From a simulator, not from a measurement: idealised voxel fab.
process module | voxel transistor to metal
cross-section cut | 180 nm wide | cells 5 nm
A cross-section is a grid of square cells, given in bands from the top down. A band is one or more rows of cells.
Each band's line starts with the height of the band's top and of its bottom, in nm. Then come its materials from left to right, each with its width in nm. One material with "throughout" fills the band from edge to edge. "air" is empty space.
Height 0 is the level under which the wafer as received is all one material. The lowest band goes on downwards, as in "0 down".
A width such as "30 to 40" changes by the same amount from each row of cells to the next, from the band's top row to its bottom row.
"no change" after a step means that no cell of the cross-section changed.
closed voids: empty space of 8 cells or more with no open way to the top, each as width x height at its distance from the left edge, in nm
after a step's settings: what the simulator itself notes on the step
overlay nm, on a step with a mask: how far to the right of its planned place the mask lay; to the left if negative
plan
1 op RECEIVE | material Si
2 op CONFORMAL_DEP | material SiO2 | thk nm 5
3 op CONFORMAL_DEP | material SiN | thk nm 15
4 op MASKED_ETCH | tone cover | mask id ACTIVE | width nm 115 | etch materials SiN | depth nm 15 | overlay nm 0
5 op MASKED_ETCH | tone cover | mask id ACTIVE | width nm 115 | etch materials SiO2 | depth nm 5 | overlay nm 0
6 op MASKED_ETCH | tone cover | mask id ACTIVE | width nm 115 | etch materials Si | depth nm 25 | overlay nm 0
7 op OXIDIZE | depth nm 5
8 op FILL_DEP | material SiO2 | thk nm 10
9 op CMP | height nm 20
10 op SELECTIVE_ETCH | etch materials SiO2 | depth nm 15
11 op STRIP | etch materials SiN
12 op SELECTIVE_ETCH | etch materials SiO2 | depth nm 5
13 op OXIDIZE | depth nm 5
14 op DIRECTIONAL_DEP | material polySi | thk nm 30
15 op DIRECTIONAL_DEP | material SiCN | thk nm 15
16 op PATTERN | tone cover | mask id GATE | material resist | width nm 25 | thk nm 15 | overlay nm 0
17 op DIRECTIONAL_ETCH | etch materials SiCN | depth nm 25
18 op DIRECTIONAL_ETCH | etch materials polySi | depth nm 40
19 op STRIP | etch materials resist
20 op CONFORMAL_DEP | material SiN | thk nm 10
21 op DIRECTIONAL_ETCH | etch materials SiN | depth nm 10
22 op DIRECTIONAL_ETCH | etch materials SiO2 | depth nm 5
23 op DIRECTIONAL_ETCH | etch materials Si | depth nm 10
24 op EPI | material pSi | thk nm 15
25 op FILL_DEP | material SiO2 | thk nm 10
26 op CMP | height nm 45
27 op DIRECTIONAL_DEP | material SiO2 | thk nm 15
28 op DIRECTIONAL_DEP | material aC | thk nm 15
29 op PATTERN | tone open | mask id CONTACT | material resist | width nm 15 | pitch nm 80 | thk nm 30 | overlay nm 0
30 op DIRECTIONAL_ETCH | etch materials aC | depth nm 15
31 op STRIP | etch materials resist
32 op DIRECTIONAL_ETCH | etch materials SiO2 | depth nm 60
33 op STRIP | etch materials aC
34 op CONFORMAL_DEP | material TiN | thk nm 5
35 op FILL_DEP | material Ru | thk nm 5
36 op CMP | height nm 60
37 op CONFORMAL_DEP | material SiN | thk nm 5
38 op DIRECTIONAL_DEP | material SiO2 | thk nm 15
39 op DIRECTIONAL_DEP | material aC | thk nm 10
40 op PATTERN | tone open | mask id METAL_1 | material resist | width nm 15 | pitch nm 80 | thk nm 30 | overlay nm 0
41 op DIRECTIONAL_ETCH | etch materials aC | depth nm 10
42 op STRIP | etch materials resist
43 op DIRECTIONAL_ETCH | etch materials SiO2 | depth nm 15
44 op DIRECTIONAL_ETCH | etch materials SiN | depth nm 5
45 op STRIP | etch materials aC
46 op CONFORMAL_DEP | material TiN | thk nm 5
47 op FILL_DEP | material Ru | thk nm 5
48 op CMP | height nm 80
49 op CONFORMAL_DEP | material SiCN | thk nm 5
50 op DIRECTIONAL_DEP | material SiO2 | thk nm 30
51 op DIRECTIONAL_DEP | material aC | thk nm 10
52 op PATTERN | tone open | mask id METAL_2 | material resist | width nm 15 | pitch nm 80 | thk nm 25 | overlay nm 0
53 op DIRECTIONAL_ETCH | etch materials aC | depth nm 10
54 op STRIP | etch materials resist
55 op DIRECTIONAL_ETCH | etch materials SiO2 | depth nm 20
56 op STRIP | etch materials aC
57 op MASKED_ETCH | tone open | mask id METAL_2_HOLES | width nm 15 | pitch nm 80 | etch materials SiO2 | depth nm 10 | overlay nm 0
58 op MASKED_ETCH | tone open | mask id METAL_2_HOLES | width nm 15 | pitch nm 80 | etch materials SiCN | depth nm 5 | overlay nm 0
59 op CONFORMAL_DEP | material TiN | thk nm 5
60 op FILL_DEP | material Cu | thk nm 10
61 op CMP | height nm 115
62 op CONFORMAL_DEP | material SiN | thk nm 5
first wafer, as planned
as received, after step 1
  0 down: Si throughout
  closed voids: none
after step 2
  5 to 0: SiO2 throughout
  below 0: unchanged
after step 3
  20 to 5: SiN throughout
  below 5: unchanged
after step 4
  20 to 5: air 30 | SiN 115 | air 35
  below 5: unchanged
after step 5
  20 to 5: air 30 | SiN 115 | air 35
  5 to 0: air 30 | SiO2 115 | air 35
  below 0: unchanged
after step 6
  20 to 5: air 30 | SiN 115 | air 35
  5 to 0: air 30 | SiO2 115 | air 35
  0 to -25: air 30 | Si 115 | air 35
  below -25: unchanged
after step 7
  20 to 5: air 30 | SiN 115 | air 35
  5 to 0: air 30 | SiO2 115 | air 35
  0 to -25: air 30 | SiO2 5 | Si 105 | SiO2 5 | air 35
  -25 to -30: SiO2 35 | Si 105 | SiO2 40
  below -30: unchanged
after step 8
  30 to 20: SiO2 throughout
  20 to 5: SiO2 30 | SiN 115 | SiO2 35
  5 to 0: SiO2 throughout
  0 to -30: SiO2 35 | Si 105 | SiO2 40
  below -30: unchanged
after step 9
  20 to 5: SiO2 30 | SiN 115 | SiO2 35
  below 5: unchanged
after step 10
  20 to 5: air 30 | SiN 115 | air 35
  below 5: unchanged
after step 11
  5 to 0: SiO2 throughout
  below 0: unchanged
after step 12
  0 to -30: SiO2 35 | Si 105 | SiO2 40
  below -30: unchanged
after step 13
  0 to -5: SiO2 throughout
  below -5: unchanged
after step 14
  30 to 0: polySi throughout
  below 0: unchanged
after step 15
  45 to 30: SiCN throughout
  below 30: unchanged
after step 16
  60 to 45: air 75 | resist 25 | air 80
  below 45: unchanged
after step 17
  60 to 45: air 75 | resist 25 | air 80
  45 to 30: air 75 | SiCN 25 | air 80
  below 30: unchanged
after step 18
  60 to 45: air 75 | resist 25 | air 80
  45 to 30: air 75 | SiCN 25 | air 80
  30 to 0: air 75 | polySi 25 | air 80
  below 0: unchanged
after step 19
  45 to 30: air 75 | SiCN 25 | air 80
  below 30: unchanged
after step 20
  55 to 45: air 65 | SiN 45 | air 70
  45 to 30: air 65 | SiN 10 | SiCN 25 | SiN 10 | air 70
  30 to 10: air 65 | SiN 10 | polySi 25 | SiN 10 | air 70
  10 to 0: SiN 75 | polySi 25 | SiN 80
  below 0: unchanged
after step 21
  45 to 30: air 65 | SiN 10 | SiCN 25 | SiN 10 | air 70
  30 to 0: air 65 | SiN 10 | polySi 25 | SiN 10 | air 70
  below 0: unchanged
after step 22
  45 to 30: air 65 | SiN 10 | SiCN 25 | SiN 10 | air 70
  30 to 0: air 65 | SiN 10 | polySi 25 | SiN 10 | air 70
  0 to -5: air 65 | SiO2 45 | air 70
  below -5: unchanged
after step 23
  45 to 30: air 65 | SiN 10 | SiCN 25 | SiN 10 | air 70
  30 to 0: air 65 | SiN 10 | polySi 25 | SiN 10 | air 70
  0 to -5: air 65 | SiO2 45 | air 70
  -5 to -15: SiO2 35 | air 30 | Si 45 | air 30 | SiO2 40
  below -15: unchanged
after step 24
  45 to 30: air 65 | SiN 10 | SiCN 25 | SiN 10 | air 70
  30 to 10: air 65 | SiN 10 | polySi 25 | SiN 10 | air 70
  10 to 0: air 50 | pSi 15 | SiN 10 | polySi 25 | SiN 10 | pSi 15 | air 55
  0 to -5: air 30 | pSi 35 | SiO2 45 | pSi 35 | air 35
  -5 to -15: SiO2 35 | pSi 30 | Si 45 | pSi 30 | SiO2 40
  below -15: unchanged
after step 25
  55 to 45: SiO2 throughout
  45 to 30: SiO2 65 | SiN 10 | SiCN 25 | SiN 10 | SiO2 70
  30 to 10: SiO2 65 | SiN 10 | polySi 25 | SiN 10 | SiO2 70
  10 to 0: SiO2 50 | pSi 15 | SiN 10 | polySi 25 | SiN 10 | pSi 15 | SiO2 55
  0 to -5: SiO2 30 | pSi 35 | SiO2 45 | pSi 35 | SiO2 35
  below -5: unchanged
after step 26
  45 to 30: SiO2 65 | SiN 10 | SiCN 25 | SiN 10 | SiO2 70
  below 30: unchanged
after step 27
  60 to 45: SiO2 throughout
  below 45: unchanged
after step 28
  75 to 60: aC throughout
  below 60: unchanged
after step 29
  105 to 75: resist 40 | air 15 | resist 65 | air 15 | resist 45
  below 75: unchanged
after step 30
  90 to 75: resist 40 | air 15 | resist 65 | air 15 | resist 45
  75 to 60: aC 40 | air 15 | aC 65 | air 15 | aC 45
  below 60: unchanged
after step 31
  75 to 60: aC 40 | air 15 | aC 65 | air 15 | aC 45
  below 60: unchanged
after step 32
  75 to 60: aC 40 | air 15 | aC 65 | air 15 | aC 45
  60 to 45: SiO2 40 | air 15 | SiO2 65 | air 15 | SiO2 45
  45 to 30: SiO2 40 | air 15 | SiO2 10 | SiN 10 | SiCN 25 | SiN 10 | SiO2 10 | air 15 | SiO2 45
  30 to 10: SiO2 40 | air 15 | SiO2 10 | SiN 10 | polySi 25 | SiN 10 | SiO2 10 | air 15 | SiO2 45
  10 to 0: SiO2 40 | air 10 | pSi 15 | SiN 10 | polySi 25 | SiN 10 | pSi 15 | air 10 | SiO2 45
  below 0: unchanged
after step 33
  60 to 45: SiO2 40 | air 15 | SiO2 65 | air 15 | SiO2 45
  below 45: unchanged
after step 34
  65 to 60: TiN 45 | air 5 | TiN 75 | air 5 | TiN 50
  60 to 45: SiO2 40 | TiN 5 | air 5 | TiN 5 | SiO2 65 | TiN 5 | air 5 | TiN 5 | SiO2 45
  45 to 30: SiO2 40 | TiN 5 | air 5 | TiN 5 | SiO2 10 | SiN 10 | SiCN 25 | SiN 10 | SiO2 10 | TiN 5 | air 5 | TiN 5 | SiO2 45
  30 to 15: SiO2 40 | TiN 5 | air 5 | TiN 5 | SiO2 10 | SiN 10 | polySi 25 | SiN 10 | SiO2 10 | TiN 5 | air 5 | TiN 5 | SiO2 45
  15 to 10: SiO2 40 | TiN 15 | SiO2 10 | SiN 10 | polySi 25 | SiN 10 | SiO2 10 | TiN 15 | SiO2 45
  10 to 0: SiO2 40 | TiN 10 | pSi 15 | SiN 10 | polySi 25 | SiN 10 | pSi 15 | TiN 10 | SiO2 45
  below 0: unchanged
after step 35
  70 to 65: Ru throughout
  65 to 60: TiN 45 | Ru 5 | TiN 75 | Ru 5 | TiN 50
  60 to 45: SiO2 40 | TiN 5 | Ru 5 | TiN 5 | SiO2 65 | TiN 5 | Ru 5 | TiN 5 | SiO2 45
  45 to 30: SiO2 40 | TiN 5 | Ru 5 | TiN 5 | SiO2 10 | SiN 10 | SiCN 25 | SiN 10 | SiO2 10 | TiN 5 | Ru 5 | TiN 5 | SiO2 45
  30 to 15: SiO2 40 | TiN 5 | Ru 5 | TiN 5 | SiO2 10 | SiN 10 | polySi 25 | SiN 10 | SiO2 10 | TiN 5 | Ru 5 | TiN 5 | SiO2 45
  below 15: unchanged
after step 36
  60 to 45: SiO2 40 | TiN 5 | Ru 5 | TiN 5 | SiO2 65 | TiN 5 | Ru 5 | TiN 5 | SiO2 45
  below 45: unchanged
after step 37
  65 to 60: SiN throughout
  below 60: unchanged
after step 38
  80 to 65: SiO2 throughout
  below 65: unchanged
after step 39
  90 to 80: aC throughout
  below 80: unchanged
after step 40
  120 to 90: resist 40 | air 15 | resist 65 | air 15 | resist 45
  below 90: unchanged
after step 41
  110 to 90: resist 40 | air 15 | resist 65 | air 15 | resist 45
  90 to 80: aC 40 | air 15 | aC 65 | air 15 | aC 45
  below 80: unchanged
after step 42
  90 to 80: aC 40 | air 15 | aC 65 | air 15 | aC 45
  below 80: unchanged
after step 43
  90 to 80: aC 40 | air 15 | aC 65 | air 15 | aC 45
  80 to 65: SiO2 40 | air 15 | SiO2 65 | air 15 | SiO2 45
  below 65: unchanged
after step 44
  90 to 80: aC 40 | air 15 | aC 65 | air 15 | aC 45
  80 to 65: SiO2 40 | air 15 | SiO2 65 | air 15 | SiO2 45
  65 to 60: SiN 40 | air 15 | SiN 65 | air 15 | SiN 45
  below 60: unchanged
after step 45
  80 to 65: SiO2 40 | air 15 | SiO2 65 | air 15 | SiO2 45
  below 65: unchanged
after step 46
  85 to 80: TiN 45 | air 5 | TiN 75 | air 5 | TiN 50
  80 to 65: SiO2 40 | TiN 5 | air 5 | TiN 5 | SiO2 65 | TiN 5 | air 5 | TiN 5 | SiO2 45
  65 to 60: SiN 40 | TiN 15 | SiN 65 | TiN 15 | SiN 45
  below 60: unchanged
after step 47
  90 to 85: Ru throughout
  85 to 80: TiN 45 | Ru 5 | TiN 75 | Ru 5 | TiN 50
  80 to 65: SiO2 40 | TiN 5 | Ru 5 | TiN 5 | SiO2 65 | TiN 5 | Ru 5 | TiN 5 | SiO2 45
  below 65: unchanged
after step 48
  80 to 65: SiO2 40 | TiN 5 | Ru 5 | TiN 5 | SiO2 65 | TiN 5 | Ru 5 | TiN 5 | SiO2 45
  below 65: unchanged
after step 49
  85 to 80: SiCN throughout
  below 80: unchanged
after step 50
  115 to 85: SiO2 throughout
  below 85: unchanged
after step 51
  125 to 115: aC throughout
  below 115: unchanged
after step 52
  150 to 125: resist 40 | air 15 | resist 65 | air 15 | resist 45
  below 125: unchanged
after step 53
  140 to 125: resist 40 | air 15 | resist 65 | air 15 | resist 45
  125 to 115: aC 40 | air 15 | aC 65 | air 15 | aC 45
  below 115: unchanged
after step 54
  125 to 115: aC 40 | air 15 | aC 65 | air 15 | aC 45
  below 115: unchanged
after step 55
  125 to 115: aC 40 | air 15 | aC 65 | air 15 | aC 45
  115 to 95: SiO2 40 | air 15 | SiO2 65 | air 15 | SiO2 45
  below 95: unchanged
after step 56
  115 to 95: SiO2 40 | air 15 | SiO2 65 | air 15 | SiO2 45
  below 95: unchanged
after step 57
  115 to 85: SiO2 40 | air 15 | SiO2 65 | air 15 | SiO2 45
  below 85: unchanged
after step 58
  115 to 85: SiO2 40 | air 15 | SiO2 65 | air 15 | SiO2 45
  85 to 80: SiCN 40 | air 15 | SiCN 65 | air 15 | SiCN 45
  below 80: unchanged
after step 59
  120 to 115: TiN 45 | air 5 | TiN 75 | air 5 | TiN 50
  115 to 85: SiO2 40 | TiN 5 | air 5 | TiN 5 | SiO2 65 | TiN 5 | air 5 | TiN 5 | SiO2 45
  85 to 80: SiCN 40 | TiN 15 | SiCN 65 | TiN 15 | SiCN 45
  below 80: unchanged
after step 60
  130 to 120: Cu throughout
  120 to 115: TiN 45 | Cu 5 | TiN 75 | Cu 5 | TiN 50
  115 to 85: SiO2 40 | TiN 5 | Cu 5 | TiN 5 | SiO2 65 | TiN 5 | Cu 5 | TiN 5 | SiO2 45
  below 85: unchanged
after step 61
  115 to 85: SiO2 40 | TiN 5 | Cu 5 | TiN 5 | SiO2 65 | TiN 5 | Cu 5 | TiN 5 | SiO2 45
  below 85: unchanged
after step 62
  120 to 115: SiN throughout
  below 115: unchanged
second wafer: like start, like plan, one mistake. Through step 14 it matches the first wafer
when step 15 should have ended
  60 to 30: SiCN throughout
  below 30: unchanged
when step 16 should have ended
  75 to 60: air 75 | resist 25 | air 80
  below 60: unchanged
when step 17 should have ended
  75 to 60: air 75 | resist 25 | air 80
  60 to 35: air 75 | SiCN 25 | air 80
  below 35: unchanged
when step 18 should have ended: no change
when step 19 should have ended
  60 to 35: air 75 | SiCN 25 | air 80
  below 35: unchanged
when step 20 should have ended
  70 to 60: air 65 | SiN 45 | air 70
  60 to 45: air 65 | SiN 10 | SiCN 25 | SiN 10 | air 70
  45 to 35: SiN 75 | SiCN 25 | SiN 80
  below 35: unchanged
when step 21 should have ended
  60 to 35: air 65 | SiN 10 | SiCN 25 | SiN 10 | air 70
  below 35: unchanged
when step 22 should have ended: no change
when step 23 should have ended: no change
when step 24 should have ended: no change
when step 25 should have ended
  70 to 60: SiO2 throughout
  60 to 35: SiO2 65 | SiN 10 | SiCN 25 | SiN 10 | SiO2 70
  below 35: unchanged
when step 26 should have ended
  45 to 35: SiO2 65 | SiN 10 | SiCN 25 | SiN 10 | SiO2 70
  below 35: unchanged
when step 27 should have ended
  60 to 45: SiO2 throughout
  below 45: unchanged
when step 28 should have ended
  75 to 60: aC throughout
  below 60: unchanged
when step 29 should have ended
  105 to 75: resist 40 | air 15 | resist 65 | air 15 | resist 45
  below 75: unchanged
when step 30 should have ended
  90 to 75: resist 40 | air 15 | resist 65 | air 15 | resist 45
  75 to 60: aC 40 | air 15 | aC 65 | air 15 | aC 45
  below 60: unchanged
when step 31 should have ended
  75 to 60: aC 40 | air 15 | aC 65 | air 15 | aC 45
  below 60: unchanged
when step 32 should have ended
  75 to 60: aC 40 | air 15 | aC 65 | air 15 | aC 45
  60 to 45: SiO2 40 | air 15 | SiO2 65 | air 15 | SiO2 45
  45 to 35: SiO2 40 | air 15 | SiO2 10 | SiN 10 | SiCN 25 | SiN 10 | SiO2 10 | air 15 | SiO2 45
  below 35: unchanged
when step 33 should have ended
  60 to 45: SiO2 40 | air 15 | SiO2 65 | air 15 | SiO2 45
  below 45: unchanged
when step 34 should have ended
  65 to 60: TiN 45 | air 5 | TiN 75 | air 5 | TiN 50
  60 to 45: SiO2 40 | TiN 5 | air 5 | TiN 5 | SiO2 65 | TiN 5 | air 5 | TiN 5 | SiO2 45
  45 to 40: SiO2 40 | TiN 5 | air 5 | TiN 5 | SiO2 10 | SiN 10 | SiCN 25 | SiN 10 | SiO2 10 | TiN 5 | air 5 | TiN 5 | SiO2 45
  40 to 35: SiO2 40 | TiN 15 | SiO2 10 | SiN 10 | SiCN 25 | SiN 10 | SiO2 10 | TiN 15 | SiO2 45
  below 35: unchanged
when step 35 should have ended
  70 to 65: Ru throughout
  65 to 60: TiN 45 | Ru 5 | TiN 75 | Ru 5 | TiN 50
  60 to 45: SiO2 40 | TiN 5 | Ru 5 | TiN 5 | SiO2 65 | TiN 5 | Ru 5 | TiN 5 | SiO2 45
  45 to 40: SiO2 40 | TiN 5 | Ru 5 | TiN 5 | SiO2 10 | SiN 10 | SiCN 25 | SiN 10 | SiO2 10 | TiN 5 | Ru 5 | TiN 5 | SiO2 45
  below 40: unchanged
when step 36 should have ended
  60 to 45: SiO2 40 | TiN 5 | Ru 5 | TiN 5 | SiO2 65 | TiN 5 | Ru 5 | TiN 5 | SiO2 45
  below 45: unchanged
when step 37 should have ended
  65 to 60: SiN throughout
  below 60: unchanged
when step 38 should have ended
  80 to 65: SiO2 throughout
  below 65: unchanged
when step 39 should have ended
  90 to 80: aC throughout
  below 80: unchanged
when step 40 should have ended
  120 to 90: resist 40 | air 15 | resist 65 | air 15 | resist 45
  below 90: unchanged
when step 41 should have ended
  110 to 90: resist 40 | air 15 | resist 65 | air 15 | resist 45
  90 to 80: aC 40 | air 15 | aC 65 | air 15 | aC 45
  below 80: unchanged
when step 42 should have ended
  90 to 80: aC 40 | air 15 | aC 65 | air 15 | aC 45
  below 80: unchanged
when step 43 should have ended
  90 to 80: aC 40 | air 15 | aC 65 | air 15 | aC 45
  80 to 65: SiO2 40 | air 15 | SiO2 65 | air 15 | SiO2 45
  below 65: unchanged
when step 44 should have ended
  90 to 80: aC 40 | air 15 | aC 65 | air 15 | aC 45
  80 to 65: SiO2 40 | air 15 | SiO2 65 | air 15 | SiO2 45
  65 to 60: SiN 40 | air 15 | SiN 65 | air 15 | SiN 45
  below 60: unchanged
when step 45 should have ended
  80 to 65: SiO2 40 | air 15 | SiO2 65 | air 15 | SiO2 45
  below 65: unchanged
when step 46 should have ended
  85 to 80: TiN 45 | air 5 | TiN 75 | air 5 | TiN 50
  80 to 65: SiO2 40 | TiN 5 | air 5 | TiN 5 | SiO2 65 | TiN 5 | air 5 | TiN 5 | SiO2 45
  65 to 60: SiN 40 | TiN 15 | SiN 65 | TiN 15 | SiN 45
  below 60: unchanged
when step 47 should have ended
  90 to 85: Ru throughout
  85 to 80: TiN 45 | Ru 5 | TiN 75 | Ru 5 | TiN 50
  80 to 65: SiO2 40 | TiN 5 | Ru 5 | TiN 5 | SiO2 65 | TiN 5 | Ru 5 | TiN 5 | SiO2 45
  below 65: unchanged
when step 48 should have ended
  80 to 65: SiO2 40 | TiN 5 | Ru 5 | TiN 5 | SiO2 65 | TiN 5 | Ru 5 | TiN 5 | SiO2 45
  below 65: unchanged
when step 49 should have ended
  85 to 80: SiCN throughout
  below 80: unchanged
when step 50 should have ended
  115 to 85: SiO2 throughout
  below 85: unchanged
when step 51 should have ended
  125 to 115: aC throughout
  below 115: unchanged
when step 52 should have ended
  150 to 125: resist 40 | air 15 | resist 65 | air 15 | resist 45
  below 125: unchanged
when step 53 should have ended
  140 to 125: resist 40 | air 15 | resist 65 | air 15 | resist 45
  125 to 115: aC 40 | air 15 | aC 65 | air 15 | aC 45
  below 115: unchanged
when step 54 should have ended
  125 to 115: aC 40 | air 15 | aC 65 | air 15 | aC 45
  below 115: unchanged
when step 55 should have ended
  125 to 115: aC 40 | air 15 | aC 65 | air 15 | aC 45
  115 to 95: SiO2 40 | air 15 | SiO2 65 | air 15 | SiO2 45
  below 95: unchanged
when step 56 should have ended
  115 to 95: SiO2 40 | air 15 | SiO2 65 | air 15 | SiO2 45
  below 95: unchanged
when step 57 should have ended
  115 to 85: SiO2 40 | air 15 | SiO2 65 | air 15 | SiO2 45
  below 85: unchanged
when step 58 should have ended
  115 to 85: SiO2 40 | air 15 | SiO2 65 | air 15 | SiO2 45
  85 to 80: SiCN 40 | air 15 | SiCN 65 | air 15 | SiCN 45
  below 80: unchanged
when step 59 should have ended
  120 to 115: TiN 45 | air 5 | TiN 75 | air 5 | TiN 50
  115 to 85: SiO2 40 | TiN 5 | air 5 | TiN 5 | SiO2 65 | TiN 5 | air 5 | TiN 5 | SiO2 45
  85 to 80: SiCN 40 | TiN 15 | SiCN 65 | TiN 15 | SiCN 45
  below 80: unchanged
when step 60 should have ended
  130 to 120: Cu throughout
  120 to 115: TiN 45 | Cu 5 | TiN 75 | Cu 5 | TiN 50
  115 to 85: SiO2 40 | TiN 5 | Cu 5 | TiN 5 | SiO2 65 | TiN 5 | Cu 5 | TiN 5 | SiO2 45
  below 85: unchanged
when step 61 should have ended
  115 to 85: SiO2 40 | TiN 5 | Cu 5 | TiN 5 | SiO2 65 | TiN 5 | Cu 5 | TiN 5 | SiO2 45
  below 85: unchanged
when step 62 should have ended
  120 to 115: SiN throughout
  below 115: unchanged
what went wrong: step 15 was run twice
at the end the second wafer has, in cells: 10 fewer of Ru | 24 more of Si | 31 more of SiCN | 28 fewer of SiN | 125 fewer of SiO2 | 28 fewer of TiN | 50 fewer of pSi | 186 more of polySi
